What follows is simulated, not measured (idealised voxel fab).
This section sets out a process module, namely voxel self aligned vias.
Section shown: cut. Width: 220 nm. Cell size: 5 nm, square.
In this document a cross-section is written as a grid of square cells. It is given as a series of bands, listed from the top down, and a band is one or more rows of cells. For a band, the entry starts with two heights in nm, that of the top and then that of the bottom, and carries on with the band's materials in order from left to right, each alongside its width in nm; the word "everywhere" beside a single material means it fills the band edge to edge, and "blank" means empty space. The reference from which all heights are counted is 0, the level beneath which the as-received wafer is entirely one material; the lowest band, having no lower bound, proceeds downward and is written after the example "0 down". The notation "30 to 40" denotes a width that varies across the rows of cells in the band, beginning at the first number in the top row, finishing at the second number in the bottom row, and changing by an identical amount from each row to the next. "no alterations made", as given for a step, is the statement that not any cell of the cross-section underwent a change during that step. The list in "Trapped void list" covers empty spaces of 8 cells or more that cannot reach the top through any open way, and it gives each as width x height at distance; the distance is from the left edge, and width, height and distance are in nm. On a step's line, text after the settings is the simulator commenting on that step. Regarding "overlay nm": on a step with a mask, it is the distance the mask lay to the right of its planned place; a negative value places it to the left.

## Here's what the planned process steps look like
step 1: RECEIVE, material Si
step 2: CONFORMAL_DEP, material SiO2, thk nm 15
step 3: CONFORMAL_DEP, material SiCN, thk nm 5
step 4: DIRECTIONAL_DEP, material SiO2, thk nm 30
step 5: PATTERN, tone open, mask id LINES, material resist, width nm 20, pitch nm 50, thk nm 15, overlay nm 0
step 6: DIRECTIONAL_ETCH, etch materials SiO2, depth nm 30
step 7: STRIP, etch materials resist
step 8: CONFORMAL_DEP, material TiN, thk nm 5
step 9: FILL_DEP, material Ru, thk nm 5
step 10: CMP, height nm 50
step 11: SELECTIVE_ETCH, etch materials W Ru TiN, depth nm 10
step 12: FILL_DEP, material SiN, thk nm 10
step 13: CMP, height nm 50
step 14: DIRECTIONAL_DEP, material SiO2, thk nm 20
step 15: DIRECTIONAL_DEP, material aC, thk nm 10
step 16: PATTERN, tone open, mask id VIAS, material resist, width nm 30, thk nm 30, overlay nm 0
step 17: DIRECTIONAL_ETCH, etch materials aC, depth nm 10
step 18: STRIP, etch materials resist
step 19: DIRECTIONAL_ETCH, etch materials SiO2, depth nm 20
step 20: DIRECTIONAL_ETCH, etch materials SiN, depth nm 10
step 21: STRIP, etch materials aC
step 22: CONFORMAL_DEP, material TiN, thk nm 5
step 23: FILL_DEP, material Ru, thk nm 5
step 24: CMP, height nm 70
step 25: CONFORMAL_DEP, material SiCN, thk nm 5

## Cross-section, incoming material, after step 1
> 0 down  Si everywhere
> Trapped void list: none

## Cross-section: first of two wafers, module finished, run according to plan
> 75 to 70  SiCN everywhere
> 70 to 55  SiO2: 70  TiN: 5  Ru: 20  TiN: 5  SiO2: 120
> 55 to 50  SiO2: 70  TiN: 10  Ru: 10  TiN: 10  SiO2: 120
> 50 to 45  SiO2: 75  TiN: 5  Ru: 10  TiN: 5  SiO2: 30  SiN: 20  SiO2: 75
> 45 to 40  SiO2: 75  TiN: 20  SiO2: 30  SiN: 20  SiO2: 75
> 40 to 25  SiO2: 75  TiN: 5  Ru: 10  TiN: 5  SiO2: 30  TiN: 5  Ru: 10  TiN: 5  SiO2: 75
> 25 to 20  SiO2: 75  TiN: 20  SiO2: 30  TiN: 20  SiO2: 75
> 20 to 15  SiCN everywhere
> 15 to 0  SiO2 everywhere
> 0 down  Si everywhere
> Trapped void list: none

## Wafer two, sectioned after the module: the first wafer's start, the first wafer's plan, and one mistake in how it was run
> 75 to 70  SiCN everywhere
> 70 to 50  SiO2: 70  TiN: 5  Ru: 20  TiN: 5  SiO2: 120
> 50 to 45  SiN: 70  TiN: 10  Ru: 10  TiN: 10  SiN: 120
> 45 to 40  SiO2: 75  TiN: 20  SiO2: 30  SiN: 20  SiO2: 75
> 40 to 20  SiO2: 75  TiN: 5  Ru: 10  TiN: 5  SiO2: 30  TiN: 5  Ru: 10  TiN: 5  SiO2: 75
> 20 to 15  SiO2: 75  TiN: 20  SiO2: 30  TiN: 20  SiO2: 75
> 15 to 0  SiO2 everywhere
> 0 down  Si everywhere
> Trapped void list: none
What went wrong in running the wafer? with respect to the plan, step 3 was omitted and not executed
FYI, end of process, the second wafer has more or fewer cells of some materials than the first: +6 Ru, -44 SiCN, +34 SiN, +4 TiN
